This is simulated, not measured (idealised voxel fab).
Herein follows the process module entitled voxel plated lines.
Cross-section cut spans 180 nm and uses square cells 5 nm in size.
Cross-section layout: square cells on a grid; listed as bands, top to bottom; a band spans one or more cell rows. Per band: top height and bottom height in nm, followed by the left-to-right materials and their widths in nm; "all across" marks a single material spanning edge to edge, "air" marks empty space. Where do heights start? At 0: under that level the wafer as delivered is made of one material only. And the lowest band has no floor; it just carries on downward, as in "0 -> down". Width "30 to 40": first value at the band's top row of cells, second value at its bottom row, equal change from row to row. Basically "nothing was modified" means that step didn't change any cell in the cross-section. Each empty space that has no open way to the top and spans at least 8 cells appears under "Fully enclosed voids" as width x height at distance, the distance counted from the left edge, all in nm. Heads up: the bit after the settings on a step's line is the simulator's remark on that step. overlay nm, on a step with a mask: how far to the right of its planned place the mask lay; to the left if negative.

[This section lists the process steps that were planned]
step 1: RECEIVE with material Si
step 2: CONFORMAL_DEP with material Al2O3, thk nm 5
step 3: DIRECTIONAL_DEP with material TiN, thk nm 5
step 4: PATTERN with tone open, mask id LINES, material resist, width nm 15, pitch nm 35, thk nm 40, overlay nm 0
step 5: EPI with material Ru, thk nm 10
step 6: EPI with material Ru, thk nm 5
step 7: EPI with material Ru, thk nm 5
step 8: STRIP with etch materials resist
step 9: DIRECTIONAL_ETCH with etch materials TiN, depth nm 5
step 10: CONFORMAL_DEP with material SiCN, thk nm 10

[Cross-section of the wafer as it came to us, i.e., already through step 1]
    0 -> down | Si all across
    Fully enclosed voids: none

[Here's the cross-section of the first of our two wafers at the end of the module - it ran as planned]
    40 -> 30 | 55 nm air  70 nm SiCN  55 nm air
    30 -> 15 | 55 nm air  10 nm SiCN  15 nm Ru  20 nm SiCN  15 nm Ru  10 nm SiCN  55 nm air
    15 -> 10 | 65 nm SiCN  15 nm Ru  20 nm SiCN  15 nm Ru  65 nm SiCN
    10 -> 5 | 65 nm SiCN  15 nm TiN  20 nm SiCN  15 nm TiN  65 nm SiCN
    5 -> 0 | Al2O3 all across
    0 -> down | Si all across
    Fully enclosed voids: none

[This is the second of the two wafers, cross-sectioned at the end of the module; it started exactly like the first and was given the same plan, but it was run with one mistake]
    40 -> 30 | 55 nm air  70 nm SiCN  55 nm air
    30 -> 15 | 55 nm air  10 nm SiCN  15 nm Ru  20 nm SiCN  15 nm Ru  10 nm SiCN  55 nm air
    15 -> 10 | 65 nm SiCN  15 nm Ru  20 nm SiCN  15 nm Ru  65 nm SiCN
    10 -> 5 | 65 nm SiCN  15 nm TiN  20 nm SiCN  15 nm TiN  65 nm SiCN
    5 -> 0 | SiCN all across
    0 -> down | Si all across
    Fully enclosed voids: none
Run error: step 2 ran differently from the plan; actual operation with settings: CONFORMAL_DEP with material SiCN, thk nm 5
Final wafer comparison in cells, second versus first, more or fewer per material: 36 fewer of Al2O3; 36 more of SiCN
